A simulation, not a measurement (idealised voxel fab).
A process module follows: voxel air gaps.
Cross-section cut spans 270 nm and uses square cells 5 nm in size.
Square cells in a grid make up a cross-section in this document, and the grid is given as bands, listed from the top down, each one or more rows of cells. A band entry consists of two parts. The first gives the height of the band's top and the height of its bottom, in nm. The rest lists the band's materials from left to right, each with its width in nm. A single material labelled with the word "throughout" fills the band from edge to edge, and the word "empty" marks empty space. Height is counted from the level 0, under which the received wafer is composed throughout of one material. The lowest of the bands is not closed at the bottom but continues downward, in the notation "top 0, no bottom". Note: "30..40" means the width goes from the first number (top row of the band) to the second number (bottom row) in equal steps per row of cells. Where a step carries "nothing altered", the cross-section came out of it unchanged, cell for cell. "Sealed void listing" lists enclosed empty spaces (at least 8 cells, no open path upward to the top), each as width x height at distance from the left edge, in nm. Post-settings text on a step line: simulator's own remark regarding the step. The line of a step may include "overlay nm". On a step with a mask, this value is how far to the right of its planned place the mask lay. A negative value means the mask lay to the left.
[The steps planned for the process are as follows]
- 1: RECEIVE: material Si
- 2: CONFORMAL_DEP: material SiO2, thk nm 10
- 3: CONFORMAL_DEP: material SiN, thk nm 5
- 4: DIRECTIONAL_DEP: material lowk, thk nm 30
- 5: PATTERN: tone open, mask id LINES, material resist, width nm 20, pitch nm 45, thk nm 20, overlay nm 0
- 6: DIRECTIONAL_ETCH: etch materials lowk, depth nm 30
- 7: STRIP: etch materials resist
- 8: CONFORMAL_DEP: material TiN, thk nm 5
- 9: FILL_DEP: material Ru, thk nm 10
- 10: CMP: height nm 45
- 11: EPI: material Ru, thk nm 10
- 12: SELECTIVE_ETCH: etch materials lowk, depth nm 40
- 13: CONFORMAL_DEP: material SiCN, thk nm 5
[The first of the two wafers, which ran as planned]
[Cross-section of the incoming wafer, state after step 1]
top 0, no bottom  Si throughout
Sealed void listing: none
[Cross-section through the wafer, step 2 finished]
top 10, bottom 0  SiO2 throughout
Whatever lies below 0 is exactly as it was before.
[Cross-section through the wafer, step 3 finished]
top 15, bottom 10  SiN throughout
Whatever lies below 10 is exactly as it was before.
[Cross-section through the wafer, step 4 finished]
top 45, bottom 15  lowk throughout
Whatever lies below 15 is exactly as it was before.
[Cross-section through the wafer, step 5 finished]
top 65, bottom 45  80 resist  20 empty  25 resist  20 empty  25 resist  20 empty  80 resist
Whatever lies below 45 is exactly as it was before.
[Cross-section through the wafer, step 6 finished]
top 65, bottom 45  80 resist  20 empty  25 resist  20 empty  25 resist  20 empty  80 resist
top 45, bottom 15  80 lowk  20 empty  25 lowk  20 empty  25 lowk  20 empty  80 lowk
Whatever lies below 15 is exactly as it was before.
[Cross-section through the wafer, step 7 finished]
top 45, bottom 15  80 lowk  20 empty  25 lowk  20 empty  25 lowk  20 empty  80 lowk
Whatever lies below 15 is exactly as it was before.
[Cross-section through the wafer, step 8 finished]
top 50, bottom 45  85 TiN  10 empty  35 TiN  10 empty  35 TiN  10 empty  85 TiN
top 45, bottom 20  80 lowk  5 TiN  10 empty  5 TiN  25 lowk  5 TiN  10 empty  5 TiN  25 lowk  5 TiN  10 empty  5 TiN  80 lowk
top 20, bottom 15  80 lowk  20 TiN  25 lowk  20 TiN  25 lowk  20 TiN  80 lowk
Whatever lies below 15 is exactly as it was before.
[Cross-section through the wafer, step 9 finished]
top 60, bottom 50  Ru throughout
top 50, bottom 45  85 TiN  10 Ru  35 TiN  10 Ru  35 TiN  10 Ru  85 TiN
top 45, bottom 20  80 lowk  5 TiN  10 Ru  5 TiN  25 lowk  5 TiN  10 Ru  5 TiN  25 lowk  5 TiN  10 Ru  5 TiN  80 lowk
Whatever lies below 20 is exactly as it was before.
[Cross-section through the wafer, step 10 finished]
top 45, bottom 20  80 lowk  5 TiN  10 Ru  5 TiN  25 lowk  5 TiN  10 Ru  5 TiN  25 lowk  5 TiN  10 Ru  5 TiN  80 lowk
Whatever lies below 20 is exactly as it was before.
[Cross-section through the wafer, step 11 finished]
top 55, bottom 45  70 empty  40 Ru  5 empty  40 Ru  5 empty  40 Ru  70 empty
Whatever lies below 45 is exactly as it was before.
[Cross-section through the wafer, step 12 finished]
top 55, bottom 45  70 empty  40 Ru  5 empty  40 Ru  5 empty  40 Ru  70 empty
top 45, bottom 20  80 empty  5 TiN  10 Ru  5 TiN  25 empty  5 TiN  10 Ru  5 TiN  25 empty  5 TiN  10 Ru  5 TiN  80 empty
top 20, bottom 15  80 empty  20 TiN  25 empty  20 TiN  25 empty  20 TiN  80 empty
Whatever lies below 15 is exactly as it was before.
[Cross-section through the wafer, step 13 finished]
top 60, bottom 55  65 empty  140 SiCN  65 empty
top 55, bottom 45  65 empty  5 SiCN  40 Ru  5 SiCN  40 Ru  5 SiCN  40 Ru  5 SiCN  65 empty
top 45, bottom 40  65 empty  15 SiCN  5 TiN  10 Ru  5 TiN  25 SiCN  5 TiN  10 Ru  5 TiN  25 SiCN  5 TiN  10 Ru  5 TiN  15 SiCN  65 empty
top 40, bottom 20  75 empty  5 SiCN  5 TiN  10 Ru  5 TiN  5 SiCN  15 empty  5 SiCN  5 TiN  10 Ru  5 TiN  5 SiCN  15 empty  5 SiCN  5 TiN  10 Ru  5 TiN  5 SiCN  75 empty
top 20, bottom 15  80 SiCN  20 TiN  25 SiCN  20 TiN  25 SiCN  20 TiN  80 SiCN
Whatever lies below 15 is exactly as it was before.
Sealed void listing: 15 x 20 at 105; 15 x 20 at 150
[Companion wafer, the second of two: same beginning, same intended sequence, one mistake in carrying it out; through step 3 inclusive it tracks the first exactly]
[when step 4 should have ended]
top 40, bottom 15  lowk throughout
Whatever lies below 15 is exactly as it was before.
[when step 5 should have ended]
top 60, bottom 40  80 resist  20 empty  25 resist  20 empty  25 resist  20 empty  80 resist
Whatever lies below 40 is exactly as it was before.
[when step 6 should have ended]
top 60, bottom 40  80 resist  20 empty  25 resist  20 empty  25 resist  20 empty  80 resist
top 40, bottom 15  80 lowk  20 empty  25 lowk  20 empty  25 lowk  20 empty  80 lowk
Whatever lies below 15 is exactly as it was before.
[when step 7 should have ended]
top 40, bottom 15  80 lowk  20 empty  25 lowk  20 empty  25 lowk  20 empty  80 lowk
Whatever lies below 15 is exactly as it was before.
[when step 8 should have ended]
top 45, bottom 40  85 TiN  10 empty  35 TiN  10 empty  35 TiN  10 empty  85 TiN
top 40, bottom 20  80 lowk  5 TiN  10 empty  5 TiN  25 lowk  5 TiN  10 empty  5 TiN  25 lowk  5 TiN  10 empty  5 TiN  80 lowk
top 20, bottom 15  80 lowk  20 TiN  25 lowk  20 TiN  25 lowk  20 TiN  80 lowk
Whatever lies below 15 is exactly as it was before.
[when step 9 should have ended]
top 55, bottom 45  Ru throughout
top 45, bottom 40  85 TiN  10 Ru  35 TiN  10 Ru  35 TiN  10 Ru  85 TiN
top 40, bottom 20  80 lowk  5 TiN  10 Ru  5 TiN  25 lowk  5 TiN  10 Ru  5 TiN  25 lowk  5 TiN  10 Ru  5 TiN  80 lowk
Whatever lies below 20 is exactly as it was before.
[when step 10 should have ended]
top 45, bottom 40  85 TiN  10 Ru  35 TiN  10 Ru  35 TiN  10 Ru  85 TiN
Whatever lies below 40 is exactly as it was before.
[when step 11 should have ended]
top 55, bottom 45  Ru throughout
Whatever lies below 45 is exactly as it was before.
when step 12 should have ended: nothing altered
[when step 13 should have ended]
top 60, bottom 55  SiCN throughout
Whatever lies below 55 is exactly as it was before.
Where did the run depart from the plan? step 4 changed vs plan, executed as DIRECTIONAL_DEP: material lowk, thk nm 25
FYI, end of process, the second wafer has more or fewer cells of some materials than the first: +60 Ru, -64 SiCN, +42 TiN, +210 lowk
On completion, 0 closed voids are found in the second wafer, whereas the first wafer has 2.
